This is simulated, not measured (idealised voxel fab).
The process module presented herein is designated voxel ribs on slabs.
Square cell edge 5 nm, section width 195 nm, ID cut.
A cross-section is a grid of square cells, given in bands from the top down. A band is one or more rows of cells. What a band's entry tells you: where the top is and where the bottom is, as heights in nm, and after that what lies inside, material by material from left to right, each with its width in nm. Empty space is written as the word "air", and a single material marked with the word "all across" occupies the band from edge to edge. Beneath 0, the wafer as received is one material, and that level is where height counting begins. The lowest band goes on downward without a bottom; it is written like "top 0, no bottom". So if you see something like "30..40" for the width, read it as the top row of the band sitting at the first number and the bottom row at the second, with every row in between moving by the same amount as the last. Basically "remained the same" means that step didn't change any cell in the cross-section. Empty spaces without an open route to the top, at least 8 cells in extent, make up the entry "Closed void inventory"; each is given as width x height at distance, where the distance is measured from the left edge, and all are in nm. On a step's line, text after the settings is the simulator commenting on that step. overlay nm: for a step with a mask, the amount by which the mask lay right of where it was planned; a negative amount means left of it.
### Process steps - plan
- 1: RECEIVE with material Si
- 2: DIRECTIONAL_DEP with material SiO2, thk nm 20
- 3: DIRECTIONAL_DEP with material SiN, thk nm 25
- 4: MASKED_ETCH with tone cover, mask id RIB, width nm 15, etch materials SiN, depth nm 5, overlay nm 0
- 5: PATTERN with tone cover, mask id SLAB, material resist, width nm 55, thk nm 15, overlay nm 0
- 6: DIRECTIONAL_ETCH with etch materials SiN, depth nm 20
- 7: STRIP with etch materials resist
- 8: FILL_DEP with material SiO2, thk nm 30
- 9: CMP with height nm 65
- 10: DIRECTIONAL_DEP with material W, thk nm 10
- 11: DIRECTIONAL_DEP with material aC, thk nm 10
- 12: PATTERN with tone cover, mask id HEATER, material resist, width nm 25, thk nm 25, overlay nm 0
- 13: DIRECTIONAL_ETCH with etch materials aC, depth nm 10
- 14: STRIP with etch materials resist
- 15: DIRECTIONAL_ETCH with etch materials W, depth nm 10
- 16: STRIP with etch materials aC
- 17: CONFORMAL_DEP with material SiN, thk nm 10
### As received (post step 1): cross-section
    top 0, no bottom = Si all across
    Closed void inventory: none
### End-of-module cross-section. Starting structure and process plan as above; one mistake made in running it
    top 85, bottom 75 = 75 of air | 45 of SiN | 75 of air
    top 75, bottom 65 = 85 of SiN | 25 of W | 85 of SiN
    top 65, bottom 45 = SiO2 all across
    top 45, bottom 40 = 90 of SiO2 | 15 of SiN | 90 of SiO2
    top 40, bottom 20 = 65 of SiO2 | 65 of SiN | 65 of SiO2
    top 20, bottom 0 = SiO2 all across
    top 0, no bottom = Si all across
    Closed void inventory: none
Deviation noted in wafer processing: step 5 did not use the planned setting and instead ran as PATTERN with tone cover, mask id SLAB, material resist, width nm 65, thk nm 15, overlay nm 0
